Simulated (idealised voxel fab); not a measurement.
process module | voxel fin reveal
cross-section cut | 265 nm wide | cells 5 nm
A cross-section is a grid of square cells, given in bands from the top down. A band is one or more rows of cells.
Each band's line starts with the height of the band's top and of its bottom, in nm. Then come its materials from left to right, each with its width in nm. One material with "throughout" fills the band from edge to edge. "air" is empty space.
Height 0 is the level under which the wafer as received is all one material. The lowest band goes on downwards, as in "0 down".
A width such as "30 to 40" changes by the same amount from each row of cells to the next, from the band's top row to its bottom row.
"no change" after a step means that no cell of the cross-section changed.
closed voids: empty space of 8 cells or more with no open way to the top, each as width x height at its distance from the left edge, in nm
after a step's settings: what the simulator itself notes on the step
overlay nm, on a step with a mask: how far to the right of its planned place the mask lay; to the left if negative
plan
1 op RECEIVE | material Si
2 op CONFORMAL_DEP | material SiN | thk nm 10
3 op DIRECTIONAL_DEP | material aC | thk nm 15
4 op PATTERN | tone cover | mask id FINS | material resist | width nm 15 | pitch nm 40 | thk nm 35 | overlay nm 0
5 op DIRECTIONAL_ETCH | etch materials aC | depth nm 15
6 op STRIP | etch materials resist
7 op DIRECTIONAL_ETCH | etch materials SiN | depth nm 10
8 op DIRECTIONAL_ETCH | etch materials Si | depth nm 30
9 op STRIP | etch materials aC
10 op OXIDIZE | depth nm 5
11 op FILL_DEP | material SiO2 | thk nm 10
12 op CMP | height nm 10
13 op SELECTIVE_ETCH | etch materials SiO2 | depth nm 30
14 op STRIP | etch materials SiN
15 op CONFORMAL_DEP | material SiO2 | thk nm 5
as received, after step 1
  0 down: Si throughout
  closed voids: none
a wafer at the end: this start, this plan, one mistake
  5 to 0: air 85 | SiO2 15 | air 25 | SiO2 15 | air 25 | SiO2 15 | air 85
  0 to -15: air 85 | SiO2 5 | Si 5 | SiO2 5 | air 25 | SiO2 5 | Si 5 | SiO2 5 | air 25 | SiO2 5 | Si 5 | SiO2 5 | air 85
  -15 to -65: SiO2 90 | Si 5 | SiO2 35 | Si 5 | SiO2 35 | Si 5 | SiO2 90
  -65 down: Si throughout
  closed voids: none
what went wrong: step 8 was run twice
